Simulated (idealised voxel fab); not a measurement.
This section sets out a process module, namely voxel wiring stack.
The cross-section shown here is cut; it is 235 nm wide and divided into square cells measuring 5 nm on a side.
A cross-section is a grid of square cells, given in bands from the top down. A band is one or more rows of cells.
First you get the band's top height and its bottom height, in nm, and then the materials it's made of, left to right, with each width in nm. If you see a single material with "all across", that one covers the band edge to edge. "air" is empty space.
Height 0 is the level under which the wafer as received is all one material. The lowest band goes on downwards, as in "z 0 and below".
With a width like "30->40", each row of cells in the band differs from the next by the same amount, the top row carrying the first number and the bottom row the second.
What does "nothing altered" mean for a step? It means no cell of the cross-section changed in that step.
Each empty space that has no open way to the top and spans at least 8 cells appears under "Unvented cavities" as width x height at distance, the distance counted from the left edge, all in nm.
Post-settings text on a step line: simulator's own remark regarding the step.
Regarding "overlay nm": on a step with a mask, it is the distance the mask lay to the right of its planned place; a negative value places it to the left.

[Steps in the process plan]
| 1 | RECEIVE,material Si |
| 2 | CONFORMAL_DEP,material SiO2,thk nm 15 |
| 3 | CONFORMAL_DEP,material SiCN,thk nm 5 |
| 4 | DIRECTIONAL_DEP,material SiO2,thk nm 20 |
| 5 | PATTERN,tone open,mask id METAL_1,material resist,width nm 20,pitch nm 40,thk nm 20,overlay nm 0 |
| 6 | DIRECTIONAL_ETCH,etch materials SiO2,depth nm 20 |
| 7 | DIRECTIONAL_ETCH,etch materials SiCN,depth nm 5 |
| 8 | STRIP,etch materials resist |
| 9 | CONFORMAL_DEP,material TiN,thk nm 5 |
| 10 | FILL_DEP,material Ru,thk nm 10 |
| 11 | CMP,height nm 40 |
| 12 | EPI,material Ru,thk nm 5 |
| 13 | FILL_DEP,material SiCN,thk nm 5 |
| 14 | DIRECTIONAL_DEP,material lowk,thk nm 35 |
| 15 | DIRECTIONAL_DEP,material aC,thk nm 10 |
| 16 | PATTERN,tone open,mask id METAL_2,material resist,width nm 20,pitch nm 40,thk nm 25,overlay nm 0 |
| 17 | DIRECTIONAL_ETCH,etch materials aC,depth nm 10 |
| 18 | STRIP,etch materials resist |
| 19 | DIRECTIONAL_ETCH,etch materials lowk,depth nm 20 |
| 20 | STRIP,etch materials aC |
| 21 | PATTERN,tone open,mask id METAL_2_HOLES,material resist,width nm 15,pitch nm 80,thk nm 20,overlay nm 0 |
| 22 | DIRECTIONAL_ETCH,etch materials lowk,depth nm 15 |
| 23 | DIRECTIONAL_ETCH,etch materials SiCN,depth nm 5 |
| 24 | STRIP,etch materials resist |
| 25 | CONFORMAL_DEP,material TiN,thk nm 5 |
| 26 | FILL_DEP,material Cu,thk nm 5 |
| 27 | CMP,height nm 85 |
| 28 | CONFORMAL_DEP,material SiCN,thk nm 5 |
| 29 | DIRECTIONAL_DEP,material lowk,thk nm 10 |
| 30 | MASKED_ETCH,tone open,mask id PLUG_2,width nm 15,pitch nm 40,etch materials lowk,depth nm 10,overlay nm 0 |
| 31 | MASKED_ETCH,tone open,mask id PLUG_2,width nm 15,pitch nm 40,etch materials SiCN,depth nm 5,overlay nm 0 |
| 32 | CONFORMAL_DEP,material TiN,thk nm 5 |
| 33 | FILL_DEP,material Ru,thk nm 10 |
| 34 | CMP,height nm 100 |
| 35 | DIRECTIONAL_DEP,material TiN,thk nm 5 |
| 36 | DIRECTIONAL_DEP,material Ru,thk nm 5 |
| 37 | MASKED_ETCH,tone cover,mask id METAL_3,width nm 20,pitch nm 40,etch materials Ru,depth nm 15,overlay nm 0 |
| 38 | MASKED_ETCH,tone cover,mask id METAL_3,width nm 20,pitch nm 40,etch materials TiN,depth nm 5,overlay nm 0 |
| 39 | FILL_DEP,material SiO2,thk nm 10 |
| 40 | CMP,height nm 120 |
| 41 | CONFORMAL_DEP,material SiCN,thk nm 5 |
| 42 | DIRECTIONAL_DEP,material lowk,thk nm 10 |
| 43 | DIRECTIONAL_DEP,material aC,thk nm 15 |
| 44 | PATTERN,tone open,mask id PLUG_3,material resist,width nm 15,pitch nm 80,thk nm 35,overlay nm 0 |
| 45 | DIRECTIONAL_ETCH,etch materials aC,depth nm 15 |
| 46 | STRIP,etch materials resist |
| 47 | DIRECTIONAL_ETCH,etch materials lowk,depth nm 10 |
| 48 | DIRECTIONAL_ETCH,etch materials SiCN,depth nm 5 |
| 49 | STRIP,etch materials aC |
| 50 | CONFORMAL_DEP,material TiN,thk nm 5 |
| 51 | FILL_DEP,material Ru,thk nm 10 |
| 52 | CMP,height nm 135 |
| 53 | CONFORMAL_DEP,material SiCN,thk nm 5 |
| 54 | DIRECTIONAL_DEP,material SiO2,thk nm 15 |
| 55 | PATTERN,tone open,mask id METAL_4,material resist,width nm 20,pitch nm 40,thk nm 15,overlay nm 0 |
| 56 | DIRECTIONAL_ETCH,etch materials SiO2,depth nm 15 |
| 57 | DIRECTIONAL_ETCH,etch materials SiCN,depth nm 5 |
| 58 | STRIP,etch materials resist |
| 59 | CONFORMAL_DEP,material TiN,thk nm 5 |
| 60 | FILL_DEP,material Cu,thk nm 5 |
| 61 | CMP,height nm 155 |
| 62 | CONFORMAL_DEP,material SiN,thk nm 5 |
Variable across wafers: step 36 thk nm (plan value is that of the first wafer; starting state common to all).

[Received wafers, first of several: cross-section after step 1]
> z 0 and below  Si all across
> Unvented cavities: none

[Here is the cross-section of the first of several wafers at the end of the module, after its last step, step 62]
> z 160 to 155  SiN all across
> z 155 to 140  SiO2: 45; TiN: 5; Cu: 10; TiN: 5; SiO2: 20; TiN: 5; Cu: 10; TiN: 5; SiO2: 20; TiN: 5; Cu: 10; TiN: 5; SiO2: 20; TiN: 5; Cu: 10; TiN: 5; SiO2: 50
> z 140 to 135  SiCN: 45; TiN: 20; SiCN: 20; TiN: 20; SiCN: 20; TiN: 20; SiCN: 20; TiN: 20; SiCN: 50
> z 135 to 125  lowk: 45; TiN: 5; Ru: 5; TiN: 5; lowk: 65; TiN: 5; Ru: 5; TiN: 5; lowk: 95
> z 125 to 120  SiCN: 45; TiN: 15; SiCN: 65; TiN: 15; SiCN: 95
> z 120 to 110  SiO2 all across
> z 110 to 105  SiO2: 45; Ru: 20; SiO2: 20; Ru: 20; SiO2: 20; Ru: 20; SiO2: 20; Ru: 20; SiO2: 50
> z 105 to 100  SiO2: 45; TiN: 20; SiO2: 20; TiN: 20; SiO2: 20; TiN: 20; SiO2: 20; TiN: 20; SiO2: 50
> z 100 to 90  lowk: 45; TiN: 5; Ru: 5; TiN: 5; lowk: 25; TiN: 5; Ru: 5; TiN: 5; lowk: 25; TiN: 5; Ru: 5; TiN: 5; lowk: 25; TiN: 5; Ru: 5; TiN: 5; lowk: 55
> z 90 to 85  SiCN: 45; TiN: 15; SiCN: 25; TiN: 15; SiCN: 25; TiN: 15; SiCN: 25; TiN: 15; SiCN: 55
> z 85 to 70  lowk: 45; TiN: 5; Cu: 10; TiN: 5; lowk: 20; TiN: 5; Cu: 10; TiN: 5; lowk: 20; TiN: 5; Cu: 10; TiN: 5; lowk: 20; TiN: 5; Cu: 10; TiN: 5; lowk: 50
> z 70 to 65  lowk: 45; TiN: 5; Cu: 5; TiN: 10; lowk: 20; TiN: 20; lowk: 20; TiN: 5; Cu: 5; TiN: 10; lowk: 20; TiN: 20; lowk: 50
> z 65 to 50  lowk: 45; TiN: 5; Cu: 5; TiN: 5; lowk: 65; TiN: 5; Cu: 5; TiN: 5; lowk: 95
> z 50 to 45  SiCN: 45; TiN: 15; SiCN: 65; TiN: 15; SiCN: 95
> z 45 to 40  SiCN: 40; Ru: 30; SiCN: 10; Ru: 30; SiCN: 10; Ru: 30; SiCN: 10; Ru: 30; SiCN: 45
> z 40 to 20  SiO2: 45; TiN: 5; Ru: 10; TiN: 5; SiO2: 20; TiN: 5; Ru: 10; TiN: 5; SiO2: 20; TiN: 5; Ru: 10; TiN: 5; SiO2: 20; TiN: 5; Ru: 10; TiN: 5; SiO2: 50
> z 20 to 15  SiCN: 45; TiN: 20; SiCN: 20; TiN: 20; SiCN: 20; TiN: 20; SiCN: 20; TiN: 20; SiCN: 50
> z 15 to 0  SiO2 all across
> z 0 and below  Si all across
> Unvented cavities: none

[Cross-section of the last wafer at end of module]
> z 160 to 155  SiN all across
> z 155 to 140  SiO2: 45; TiN: 5; Cu: 10; TiN: 5; SiO2: 20; TiN: 5; Cu: 10; TiN: 5; SiO2: 20; TiN: 5; Cu: 10; TiN: 5; SiO2: 20; TiN: 5; Cu: 10; TiN: 5; SiO2: 50
> z 140 to 135  SiCN: 45; TiN: 20; SiCN: 20; TiN: 20; SiCN: 20; TiN: 20; SiCN: 20; TiN: 20; SiCN: 50
> z 135 to 125  lowk: 45; TiN: 5; Ru: 5; TiN: 5; lowk: 65; TiN: 5; Ru: 5; TiN: 5; lowk: 95
> z 125 to 120  SiCN: 45; TiN: 15; SiCN: 65; TiN: 15; SiCN: 95
> z 120 to 105  Ru all across
> z 105 to 100  TiN all across
> z 100 to 90  lowk: 45; TiN: 5; Ru: 5; TiN: 5; lowk: 25; TiN: 5; Ru: 5; TiN: 5; lowk: 25; TiN: 5; Ru: 5; TiN: 5; lowk: 25; TiN: 5; Ru: 5; TiN: 5; lowk: 55
> z 90 to 85  SiCN: 45; TiN: 15; SiCN: 25; TiN: 15; SiCN: 25; TiN: 15; SiCN: 25; TiN: 15; SiCN: 55
> z 85 to 70  lowk: 45; TiN: 5; Cu: 10; TiN: 5; lowk: 20; TiN: 5; Cu: 10; TiN: 5; lowk: 20; TiN: 5; Cu: 10; TiN: 5; lowk: 20; TiN: 5; Cu: 10; TiN: 5; lowk: 50
> z 70 to 65  lowk: 45; TiN: 5; Cu: 5; TiN: 10; lowk: 20; TiN: 20; lowk: 20; TiN: 5; Cu: 5; TiN: 10; lowk: 20; TiN: 20; lowk: 50
> z 65 to 50  lowk: 45; TiN: 5; Cu: 5; TiN: 5; lowk: 65; TiN: 5; Cu: 5; TiN: 5; lowk: 95
> z 50 to 45  SiCN: 45; TiN: 15; SiCN: 65; TiN: 15; SiCN: 95
> z 45 to 40  SiCN: 40; Ru: 30; SiCN: 10; Ru: 30; SiCN: 10; Ru: 30; SiCN: 10; Ru: 30; SiCN: 45
> z 40 to 20  SiO2: 45; TiN: 5; Ru: 10; TiN: 5; SiO2: 20; TiN: 5; Ru: 10; TiN: 5; SiO2: 20; TiN: 5; Ru: 10; TiN: 5; SiO2: 20; TiN: 5; Ru: 10; TiN: 5; SiO2: 50
> z 20 to 15  SiCN: 45; TiN: 20; SiCN: 20; TiN: 20; SiCN: 20; TiN: 20; SiCN: 20; TiN: 20; SiCN: 50
> z 15 to 0  SiO2 all across
> z 0 and below  Si all across
> Unvented cavities: none

[The following table contains a row per wafer, in which are reported, at the conclusion of the module, the cells of each material gained (+) or lost (-) since the wafer's receipt, with its closed voids given thereafter]
thk nm 5 | +56 Cu | +84 Ru | +202 SiCN | +47 SiN | +514 SiO2 | +202 TiN | +399 lowk | Unvented cavities: none
thk nm 10 | +56 Cu | +100 Ru | +202 SiCN | +47 SiN | +498 SiO2 | +202 TiN | +399 lowk | Unvented cavities: none
thk nm 15 | +56 Cu | +116 Ru | +202 SiCN | +47 SiN | +482 SiO2 | +202 TiN | +399 lowk | Unvented cavities: none
thk nm 20 | +56 Cu | +147 Ru | +202 SiCN | +47 SiN | +420 SiO2 | +233 TiN | +399 lowk | Unvented cavities: none
thk nm 25 | +56 Cu | +178 Ru | +202 SiCN | +47 SiN | +389 SiO2 | +233 TiN | +399 lowk | Unvented cavities: none
thk nm 30 | +56 Cu | +209 Ru | +202 SiCN | +47 SiN | +358 SiO2 | +233 TiN | +399 lowk | Unvented cavities: none
